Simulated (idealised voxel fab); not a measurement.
process module | voxel wiring stack
cross-section cut | 155 nm wide | cells 5 nm
A cross-section is a grid of square cells, given in bands from the top down. A band is one or more rows of cells.
Each band's line starts with the height of the band's top and of its bottom, in nm. Then come its materials from left to right, each with its width in nm. One material with "throughout" fills the band from edge to edge. "air" is empty space.
Height 0 is the level under which the wafer as received is all one material. The lowest band goes on downwards, as in "0 down".
A width such as "30 to 40" changes by the same amount from each row of cells to the next, from the band's top row to its bottom row.
"no change" after a step means that no cell of the cross-section changed.
closed voids: empty space of 8 cells or more with no open way to the top, each as width x height at its distance from the left edge, in nm
after a step's settings: what the simulator itself notes on the step
overlay nm, on a step with a mask: how far to the right of its planned place the mask lay; to the left if negative
plan
1 op RECEIVE | material Si
2 op CONFORMAL_DEP | material SiO2 | thk nm 15
3 op CONFORMAL_DEP | material SiCN | thk nm 5
4 op DIRECTIONAL_DEP | material lowk | thk nm 20
5 op PATTERN | tone open | mask id METAL_1 | material resist | width nm 20 | pitch nm 40 | thk nm 20 | overlay nm 0
6 op DIRECTIONAL_ETCH | etch materials lowk | depth nm 20
7 op DIRECTIONAL_ETCH | etch materials SiCN | depth nm 5
8 op STRIP | etch materials resist
9 op CONFORMAL_DEP | material TiN | thk nm 5
10 op FILL_DEP | material W | thk nm 10
11 op CMP | height nm 40
12 op CONFORMAL_DEP | material SiCN | thk nm 5
13 op DIRECTIONAL_DEP | material lowk | thk nm 15
14 op MASKED_ETCH | tone open | mask id PLUG_1 | width nm 15 | pitch nm 40 | etch materials lowk | depth nm 15 | overlay nm 0
15 op MASKED_ETCH | tone open | mask id PLUG_1 | width nm 15 | pitch nm 40 | etch materials SiCN | depth nm 5 | overlay nm 0
16 op EPI | material Ru | thk nm 10
17 op EPI | material Ru | thk nm 10
18 op CONFORMAL_DEP | material SiCN | thk nm 5
19 op DIRECTIONAL_DEP | material SiO2 | thk nm 25
20 op DIRECTIONAL_DEP | material aC | thk nm 10
21 op PATTERN | tone open | mask id METAL_2 | material resist | width nm 20 | pitch nm 40 | thk nm 25 | overlay nm 0
22 op DIRECTIONAL_ETCH | etch materials aC | depth nm 10
23 op STRIP | etch materials resist
24 op DIRECTIONAL_ETCH | etch materials SiO2 | depth nm 25
25 op DIRECTIONAL_ETCH | etch materials SiCN | depth nm 5
26 op STRIP | etch materials aC
27 op CONFORMAL_DEP | material TiN | thk nm 5
28 op FILL_DEP | material W | thk nm 10
29 op CMP | height nm 90
30 op CONFORMAL_DEP | material SiCN | thk nm 5
31 op DIRECTIONAL_DEP | material SiO2 | thk nm 15
32 op MASKED_ETCH | tone open | mask id PLUG_2 | width nm 15 | pitch nm 40 | etch materials SiO2 | depth nm 15 | overlay nm 0
33 op MASKED_ETCH | tone open | mask id PLUG_2 | width nm 15 | pitch nm 40 | etch materials SiCN | depth nm 5 | overlay nm 0
34 op EPI | material Ru | thk nm 10
35 op EPI | material Ru | thk nm 10
36 op CONFORMAL_DEP | material SiCN | thk nm 5
37 op DIRECTIONAL_DEP | material lowk | thk nm 15
38 op DIRECTIONAL_DEP | material aC | thk nm 10
39 op PATTERN | tone open | mask id METAL_3 | material resist | width nm 20 | pitch nm 40 | thk nm 30 | overlay nm 0
40 op DIRECTIONAL_ETCH | etch materials aC | depth nm 10
41 op STRIP | etch materials resist
42 op DIRECTIONAL_ETCH | etch materials lowk | depth nm 15
43 op DIRECTIONAL_ETCH | etch materials SiCN | depth nm 5
44 op STRIP | etch materials aC
45 op CONFORMAL_DEP | material TiN | thk nm 5
46 op FILL_DEP | material Cu | thk nm 5
47 op CMP | height nm 130
48 op EPI | material Ru | thk nm 5
49 op FILL_DEP | material SiCN | thk nm 5
as received, after step 1
  0 down: Si throughout
  closed voids: none
first wafer at the end, as planned
  140 to 135: SiCN throughout
  135 to 130: SiCN 20 | Ru 30 | SiCN 10 | Ru 30 | SiCN 10 | Ru 30 | SiCN 25
  130 to 115: lowk 25 | TiN 5 | Cu 10 | TiN 5 | lowk 20 | TiN 5 | Cu 10 | TiN 5 | lowk 20 | TiN 5 | Cu 10 | TiN 5 | lowk 30
  115 to 110: SiCN 25 | TiN 20 | SiCN 20 | TiN 20 | SiCN 20 | TiN 20 | SiCN 30
  110 to 95: SiO2 25 | Ru 15 | SiO2 25 | Ru 15 | SiO2 25 | Ru 15 | SiO2 35
  95 to 90: SiCN 25 | Ru 15 | SiCN 25 | Ru 15 | SiCN 25 | Ru 15 | SiCN 35
  90 to 65: SiO2 25 | TiN 5 | W 10 | TiN 5 | SiO2 20 | TiN 5 | W 10 | TiN 5 | SiO2 20 | TiN 5 | W 10 | TiN 5 | SiO2 30
  65 to 60: SiCN 25 | TiN 20 | SiCN 20 | TiN 20 | SiCN 20 | TiN 20 | SiCN 30
  60 to 45: lowk 25 | Ru 15 | lowk 25 | Ru 15 | lowk 25 | Ru 15 | lowk 35
  45 to 40: SiCN 25 | Ru 15 | SiCN 25 | Ru 15 | SiCN 25 | Ru 15 | SiCN 35
  40 to 20: lowk 25 | TiN 5 | W 10 | TiN 5 | lowk 20 | TiN 5 | W 10 | TiN 5 | lowk 20 | TiN 5 | W 10 | TiN 5 | lowk 30
  20 to 15: SiCN 25 | TiN 20 | SiCN 20 | TiN 20 | SiCN 20 | TiN 20 | SiCN 30
  15 to 0: SiO2 throughout
  0 down: Si throughout
  closed voids: none
second wafer at the end: like start, like plan, one mistake
  140 to 135: SiCN throughout
  135 to 130: SiCN 20 | Ru 30 | SiCN 10 | Ru 30 | SiCN 10 | Ru 30 | SiCN 25
  130 to 115: lowk 25 | TiN 5 | Cu 10 | TiN 5 | lowk 20 | TiN 5 | Cu 10 | TiN 5 | lowk 20 | TiN 5 | Cu 10 | TiN 5 | lowk 30
  115 to 110: SiCN 25 | TiN 20 | SiCN 20 | TiN 20 | SiCN 20 | TiN 20 | SiCN 30
  110 to 95: SiO2 25 | Ru 15 | SiO2 25 | Ru 15 | SiO2 25 | Ru 15 | SiO2 35
  95 to 90: SiCN 25 | Ru 15 | SiCN 25 | Ru 15 | SiCN 25 | Ru 15 | SiCN 35
  90 to 80: TiN 5 | SiO2 20 | TiN 5 | W 10 | TiN 5 | SiO2 20 | TiN 5 | W 10 | TiN 5 | SiO2 20 | TiN 5 | W 10 | TiN 5 | SiO2 15 | TiN 5 | W 10
  80 to 75: TiN 5 | SiO2 20 | TiN 5 | W 10 | TiN 5 | SiO2 20 | TiN 5 | W 10 | TiN 5 | SiO2 20 | TiN 5 | W 10 | TiN 5 | SiO2 15 | TiN 15
  75 to 65: SiO2 25 | TiN 5 | W 10 | TiN 5 | SiO2 20 | TiN 5 | W 10 | TiN 5 | SiO2 20 | TiN 5 | W 10 | TiN 5 | SiO2 30
  65 to 60: SiO2 5 | SiCN 20 | TiN 20 | SiCN 20 | TiN 20 | SiCN 20 | TiN 20 | SiCN 15 | SiO2 15
  60 to 50: SiO2 5 | SiCN 5 | Ru 125 | SiCN 5 | SiO2 15
  50 to 45: SiCN 10 | Ru 125 | SiCN 20
  45 to 40: SiCN 25 | Ru 15 | SiCN 25 | Ru 15 | SiCN 25 | Ru 15 | SiCN 35
  40 to 20: lowk 25 | TiN 5 | W 10 | TiN 5 | lowk 20 | TiN 5 | W 10 | TiN 5 | lowk 20 | TiN 5 | W 10 | TiN 5 | lowk 30
  20 to 15: SiCN 25 | TiN 20 | SiCN 20 | TiN 20 | SiCN 20 | TiN 20 | SiCN 30
  15 to 0: SiO2 throughout
  0 down: Si throughout
  closed voids: none
what went wrong: step 13 was left out
at the end the second wafer has, in cells: 48 more of Ru | 6 more of SiCN | 8 more of TiN | 4 more of W | 66 fewer of lowk
